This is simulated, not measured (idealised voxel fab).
process module | voxel gate over fins
cross-section cut | 240 nm wide | cells 5 nm
A cross-section is a grid of square cells, given in bands from the top down. A band is one or more rows of cells.
Each band's line starts with the height of the band's top and of its bottom, in nm. Then come its materials from left to right, each with its width in nm. One material with "throughout" fills the band from edge to edge. "air" is empty space.
Height 0 is the level under which the wafer as received is all one material. The lowest band goes on downwards, as in "0 down".
A width such as "30 to 40" changes by the same amount from each row of cells to the next, from the band's top row to its bottom row.
"no change" after a step means that no cell of the cross-section changed.
closed voids: empty space of 8 cells or more with no open way to the top, each as width x height at its distance from the left edge, in nm
after a step's settings: what the simulator itself notes on the step
overlay nm, on a step with a mask: how far to the right of its planned place the mask lay; to the left if negative
plan
1 op RECEIVE | material Si
2 op CONFORMAL_DEP | material SiN | thk nm 5
3 op PATTERN | tone cover | mask id FINS | material resist | width nm 15 | pitch nm 50 | thk nm 15 | overlay nm 0
4 op DIRECTIONAL_ETCH | etch materials SiN | depth nm 5
5 op DIRECTIONAL_ETCH | etch materials Si | depth nm 30
6 op STRIP | etch materials resist
7 op OXIDIZE | depth nm 5
8 op FILL_DEP | material SiO2 | thk nm 5
9 op CMP | height nm 5
10 op MASKED_ETCH | tone open | mask id RAIL | width nm 15 | etch materials SiO2 | depth nm 30 | overlay nm 0
11 op CONFORMAL_DEP | material TiN | thk nm 5
12 op FILL_DEP | material W | thk nm 10
13 op CMP | height nm 5
14 op SELECTIVE_ETCH | etch materials W Ru TiN | depth nm 20
15 op FILL_DEP | material SiO2 | thk nm 5
16 op CMP | height nm 5
17 op SELECTIVE_ETCH | etch materials SiO2 | depth nm 15
18 op STRIP | etch materials SiN
19 op CONFORMAL_DEP | material HfO2 | thk nm 5
20 op CONFORMAL_DEP | material TiN | thk nm 5
21 op FILL_DEP | material W | thk nm 15
22 op CMP | height nm 20
23 op CONFORMAL_DEP | material SiN | thk nm 5
as received, after step 1
  0 down: Si throughout
  closed voids: none
first wafer at the end, as planned
  25 to 20: SiN throughout
  20 to 10: W throughout
  10 to 5: W 80 | TiN 25 | W 25 | TiN 25 | W 85
  5 to 0: W 80 | TiN 5 | HfO2 15 | TiN 5 | W 25 | TiN 5 | HfO2 15 | TiN 5 | W 85
  0 to -5: TiN 85 | HfO2 5 | Si 5 | HfO2 5 | TiN 35 | HfO2 5 | Si 5 | HfO2 5 | TiN 90
  -5 to -10: HfO2 90 | Si 5 | HfO2 45 | Si 5 | HfO2 95
  -10 to -15: SiO2 90 | Si 5 | SiO2 45 | Si 5 | SiO2 95
  -15 to -20: SiO2 90 | Si 5 | SiO2 15 | TiN 5 | W 5 | TiN 5 | SiO2 15 | Si 5 | SiO2 95
  -20 to -25: SiO2 90 | Si 5 | SiO2 15 | TiN 15 | SiO2 15 | Si 5 | SiO2 95
  -25 to -35: SiO2 90 | Si 5 | SiO2 45 | Si 5 | SiO2 95
  -35 down: Si throughout
  closed voids: none
second wafer at the end: like start, like plan, one mistake
  25 to 20: SiN throughout
  20 to 10: W throughout
  10 to 5: W 80 | TiN 75 | W 85
  5 to 0: W 80 | TiN 5 | HfO2 15 | TiN 5 | HfO2 25 | TiN 5 | HfO2 15 | TiN 5 | W 85
  0 to -5: TiN 85 | HfO2 5 | Si 5 | HfO2 5 | TiN 5 | HfO2 5 | TiN 5 | W 5 | TiN 5 | HfO2 5 | TiN 5 | HfO2 5 | Si 5 | HfO2 5 | TiN 90
  -5 to -10: HfO2 90 | Si 5 | HfO2 15 | TiN 5 | W 5 | TiN 5 | HfO2 15 | Si 5 | HfO2 95
  -10 to -20: SiO2 90 | Si 5 | SiO2 15 | TiN 5 | W 5 | TiN 5 | SiO2 15 | Si 5 | SiO2 95
  -20 to -25: SiO2 90 | Si 5 | SiO2 15 | TiN 15 | SiO2 15 | Si 5 | SiO2 95
  -25 to -35: SiO2 90 | Si 5 | SiO2 45 | Si 5 | SiO2 95
  -35 down: Si throughout
  closed voids: none
what went wrong: step 13 was left out
at the end the second wafer has, in cells: 4 more of HfO2 | 3 fewer of SiO2 | 6 more of TiN | 7 fewer of W
